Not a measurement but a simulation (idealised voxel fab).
Presented below is a process module, voxel spacer lines.
Displayed cross-section: cut, width of 155 nm, square cells sized 5 nm.
If you're reading a cross-section in this doc, picture square cells in a grid; it comes to you as bands, top ones listed first down to the bottom, and a band can be one or more rows of cells.
Band: top and bottom heights (nm) first, top before bottom; then materials from left to right, widths in nm. "full width" marks a sole material filling the band edge to edge. "air" denotes empty space.
Note: height 0 marks the level under which the wafer is uniformly one material as received. Lowest band unbounded below, written "0..down".
Read "30..40" as a graded width: first number on top, second number at the bottom, same change between each pair of neighbouring rows.
"no modifications" after a step means that no cell of the cross-section changed.
"Closed internal cavities" specifies each empty space that is not open to the top and that occupies no fewer than 8 cells, using the form width x height at distance, the distance measured from the left edge and all three quantities in nm.
If you see something after the settings on a step's line, that's the simulator's own remark about that step.
When a step includes a mask, the "overlay nm" setting on its line states how far to the right of its planned place that mask lay, and negative values state how far to the left.

Planned step list for the process
1. RECEIVE (material Si)
2. CONFORMAL_DEP (material Al2O3; thk nm 10)
3. DIRECTIONAL_DEP (material SiN; thk nm 20)
4. DIRECTIONAL_DEP (material aC; thk nm 25)
5. PATTERN (tone cover; mask id MANDREL; material resist; width nm 20; pitch nm 60; thk nm 30; overlay nm 0)
6. DIRECTIONAL_ETCH (etch materials aC; depth nm 25)
7. STRIP (etch materials resist)
8. CONFORMAL_DEP (material SiO2; thk nm 10)
9. DIRECTIONAL_ETCH (etch materials SiO2; depth nm 10)
10. STRIP (etch materials aC)
11. DIRECTIONAL_ETCH (etch materials SiN; depth nm 20)
12. STRIP (etch materials SiO2)

Cross-section of the wafer as it came to us, i.e., already through step 1
    0..down: Si full width
    Closed internal cavities: none

Cross-section taken at module completion on the first of two wafers; processed per the plan
    30..10: air: 25 / SiN: 10 / air: 20 / SiN: 10 / air: 20 / SiN: 10 / air: 20 / SiN: 10 / air: 30
    10..0: Al2O3 full width
    0..down: Si full width
    Closed internal cavities: none

Wafer two (of two), end-of-module cross-section: start = wafer one, plan = wafer one, one run mistake
    30..10: air: 35 / SiN: 20 / air: 40 / SiN: 20 / air: 40
    10..0: Al2O3 full width
    0..down: Si full width
    Closed internal cavities: none
what went wrong: step 5 did not happen as planned, as run it was PATTERN (tone open; mask id MANDREL; material resist; width nm 20; pitch nm 60; thk nm 30; overlay nm 0)
In the final comparison it is observed that the number of cells assigned to each material is identical for the two wafers, whereas their placement is not.
